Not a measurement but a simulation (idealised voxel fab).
The document below concerns the process module designated voxel capacitor over wiring.
Xsec cut, 200 nm wide, square cell size 5 nm.
A cross-section is written here as square cells arranged in a grid, and it is given in bands from the top down, each band taking up one or more rows of cells.
The band entry comprises the height of the band's top followed by the height of its bottom, expressed in nm, and subsequently the band's materials from left to right, each stated together with its width in nm. Where a single material is marked with the word "edge to edge", that material fills the band from edge to edge. The word "blank" represents empty space.
Below 0: as-received wafer, all one material; heights counted from there. Lowest band: no bottom, goes on down, written "0 nm and below".
It should be noted that a width expressed as "30 to 40" varies in equal increments from row to row of cells within the band, taking the value of the first number at the top row and that of the second number at the bottom row.
When a step is marked "identical to before", none of the cells in the cross-section changed during that step.
So "closed voids" is basically the list of trapped voids: any empty space of 8 cells or more that can't reach the top through an opening. They're written width x height at distance, the distance being from the left edge, and it's all nm.
Note: text after step settings on the step line = simulator remark on that step.
"overlay nm" denotes, for a step that has a mask, the displacement of the mask to the right of its planned place, with negative values corresponding to the left.
[Intended process steps]
step 1: RECEIVE, material Si
step 2: CONFORMAL_DEP, material SiO2, thk nm 15
step 3: CONFORMAL_DEP, material SiCN, thk nm 5
step 4: DIRECTIONAL_DEP, material lowk, thk nm 20
step 5: PATTERN, tone open, mask id METAL_1, material resist, width nm 20, pitch nm 70, thk nm 20, overlay nm 0
step 6: DIRECTIONAL_ETCH, etch materials lowk, depth nm 20
step 7: DIRECTIONAL_ETCH, etch materials SiCN, depth nm 5
step 8: STRIP, etch materials resist
step 9: CONFORMAL_DEP, material TiN, thk nm 5
step 10: FILL_DEP, material Cu, thk nm 10
step 11: CMP, height nm 40
step 12: CONFORMAL_DEP, material SiCN, thk nm 5
step 13: DIRECTIONAL_DEP, material lowk, thk nm 10
step 14: PATTERN, tone open, mask id PLUG_1, material resist, width nm 15, thk nm 15, overlay nm 0
step 15: DIRECTIONAL_ETCH, etch materials lowk, depth nm 10
step 16: DIRECTIONAL_ETCH, etch materials SiCN, depth nm 5
step 17: STRIP, etch materials resist
step 18: EPI, material Ru, thk nm 10
step 19: EPI, material Ru, thk nm 5
step 20: DIRECTIONAL_DEP, material TiN, thk nm 5
step 21: DIRECTIONAL_DEP, material SiN, thk nm 5
step 22: DIRECTIONAL_DEP, material TiN, thk nm 5
step 23: DIRECTIONAL_DEP, material aC, thk nm 10
step 24: PATTERN, tone cover, mask id UPPER_PLATE, material resist, width nm 55, thk nm 30, overlay nm 0
step 25: DIRECTIONAL_ETCH, etch materials aC, depth nm 10
step 26: STRIP, etch materials resist
step 27: DIRECTIONAL_ETCH, etch materials TiN, depth nm 5
step 28: DIRECTIONAL_ETCH, etch materials SiN, depth nm 5
step 29: STRIP, etch materials aC
step 30: MASKED_ETCH, tone cover, mask id LOWER_PLATE, width nm 65, etch materials TiN, depth nm 5, overlay nm 0
step 31: FILL_DEP, material SiO2, thk nm 15
step 32: CMP, height nm 80
step 33: PATTERN, tone open, mask id PLUG_2, material resist, width nm 15, thk nm 20, overlay nm -15
step 34: DIRECTIONAL_ETCH, etch materials SiO2, depth nm 10
step 35: STRIP, etch materials resist
step 36: CONFORMAL_DEP, material TiN, thk nm 5
step 37: FILL_DEP, material Cu, thk nm 10
step 38: CMP, height nm 80
step 39: CONFORMAL_DEP, material SiN, thk nm 5
The plan shows the overlay nm of step 33 as the first wafer had it; this setting differs between the wafers, which start out alike.
[First of several wafers, received after step 1, in cross-section]
- 0 nm and below: Si edge to edge
- closed voids: none
[Quick key for the table: a row per wafer, taken at the end of the module. For each material it tells you how many cells the wafer gained (+) or lost (-) since it came in, and the closed voids come after]
overlay nm -15, +17 Cu, +9 Ru, +69 SiCN, +51 SiN, +279 SiO2, +53 TiN, +202 lowk, closed voids: none
overlay nm -10, +17 Cu, +9 Ru, +69 SiCN, +51 SiN, +279 SiO2, +53 TiN, +202 lowk, closed voids: none
overlay nm -5, +17 Cu, +9 Ru, +69 SiCN, +51 SiN, +279 SiO2, +53 TiN, +202 lowk, closed voids: none
overlay nm 0, +17 Cu, +9 Ru, +69 SiCN, +51 SiN, +279 SiO2, +53 TiN, +202 lowk, closed voids: none
overlay nm 5, +17 Cu, +9 Ru, +69 SiCN, +51 SiN, +279 SiO2, +53 TiN, +202 lowk, closed voids: none
overlay nm 10, +17 Cu, +9 Ru, +69 SiCN, +51 SiN, +279 SiO2, +53 TiN, +202 lowk, closed voids: none
overlay nm 15, +17 Cu, +9 Ru, +69 SiCN, +51 SiN, +279 SiO2, +53 TiN, +202 lowk, closed voids: none
